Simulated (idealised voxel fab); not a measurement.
process module | voxel spacer lines
The figure presents cross-section cut, which has a width of 265 nm and is divided into square cells with an edge length of 5 nm.
We lay out every cross-section as a grid of square cells and spell it out in bands from the top down, where one band means one or more rows of cells.
Read a band's entry like this: the first values are the height of its top and the height of its bottom in nm, and what follows is the sequence of materials from left to right, each with its width in nm. Note that "empty" is empty space, and that a single material marked "throughout" reaches across the band from edge to edge.
Heights are expressed relative to 0, this being the level below which the as-received wafer comprises one material exclusively. The lowest band is unbounded in the downward direction and is denoted as in "z 0 and below".
Width spec "30->40" -> top row of cells at first value, bottom row at second value, equal per-row change in between.
Step marked "nothing changed"? Then no cell in the cross-section changed in it.
"Enclosed void catalog": sealed empty spaces, 8 cells or more, no open way to top, listed width x height at distance, with distance from the left edge and width, height and distance in nm.
Anything after a step's settings on that line? It's the simulator's own note about the step.
Each step line may optionally specify "overlay nm", which for a step with a mask gives the rightward distance between the mask's planned place and where it lay, a negative value indicating the leftward direction.

LIST OF PLANNED PROCESS STEPS
1) RECEIVE [material Si]
2) CONFORMAL_DEP [material SiO2] [thk nm 10]
3) DIRECTIONAL_DEP [material polySi] [thk nm 20]
4) DIRECTIONAL_DEP [material aC] [thk nm 20]
5) PATTERN [tone cover] [mask id MANDREL] [material resist] [width nm 20] [pitch nm 60] [thk nm 30] [overlay nm -15]
6) DIRECTIONAL_ETCH [etch materials aC] [depth nm 20]
7) STRIP [etch materials resist]
8) CONFORMAL_DEP [material SiN] [thk nm 10]
9) DIRECTIONAL_ETCH [etch materials SiN] [depth nm 10]
10) STRIP [etch materials aC]
11) DIRECTIONAL_ETCH [etch materials polySi] [depth nm 20]
12) STRIP [etch materials SiN]
13) FILL_DEP [material SiO2] [thk nm 5]
14) CMP [height nm 30]
All wafers enter the flow in the same state. The overlay nm at step 5 differs from wafer to wafer, and the plan gives the value for the first wafer.

CROSS-SECTION OF THE FIRST OF SEVERAL WAFERS AS RECEIVED (AFTER STEP 1)
  z 0 and below = Si throughout
  Enclosed void catalog: none

POST STEP 14, THE CLOSING STEP OF THE MODULE: FIRST OF SEVERAL WAFERS, CROSS-SECTIONED
  z 30 to 10 = 35 of SiO2 / 10 of polySi / 20 of SiO2 / 10 of polySi / 20 of SiO2 / 10 of polySi / 20 of SiO2 / 10 of polySi / 20 of SiO2 / 10 of polySi / 20 of SiO2 / 10 of polySi / 70 of SiO2
  z 10 to 0 = SiO2 throughout
  z 0 and below = Si throughout
  Enclosed void catalog: none

CROSS-SECTIONAL VIEW OF THE FINAL WAFER OF SEVERAL AT THE MODULE'S END
  z 30 to 10 = 65 of SiO2 / 10 of polySi / 20 of SiO2 / 10 of polySi / 20 of SiO2 / 10 of polySi / 20 of SiO2 / 10 of polySi / 20 of SiO2 / 10 of polySi / 20 of SiO2 / 10 of polySi / 40 of SiO2
  z 10 to 0 = SiO2 throughout
  z 0 and below = Si throughout
  Enclosed void catalog: none

PER WAFER (ROW), END OF MODULE: DELTA IN CELLS PER MATERIAL SINCE RECEIPT, (+) FOR GAINED, (-) FOR LOST; CLOSED VOIDS AFTER THAT
overlay nm -15 | +270 SiO2 | +48 polySi | Enclosed void catalog: none
overlay nm -10 | +270 SiO2 | +48 polySi | Enclosed void catalog: none
overlay nm -5 | +270 SiO2 | +48 polySi | Enclosed void catalog: none
overlay nm 0 | +270 SiO2 | +48 polySi | Enclosed void catalog: none
overlay nm 5 | +270 SiO2 | +48 polySi | Enclosed void catalog: none
overlay nm 10 | +270 SiO2 | +48 polySi | Enclosed void catalog: none
overlay nm 15 | +270 SiO2 | +48 polySi | Enclosed void catalog: none
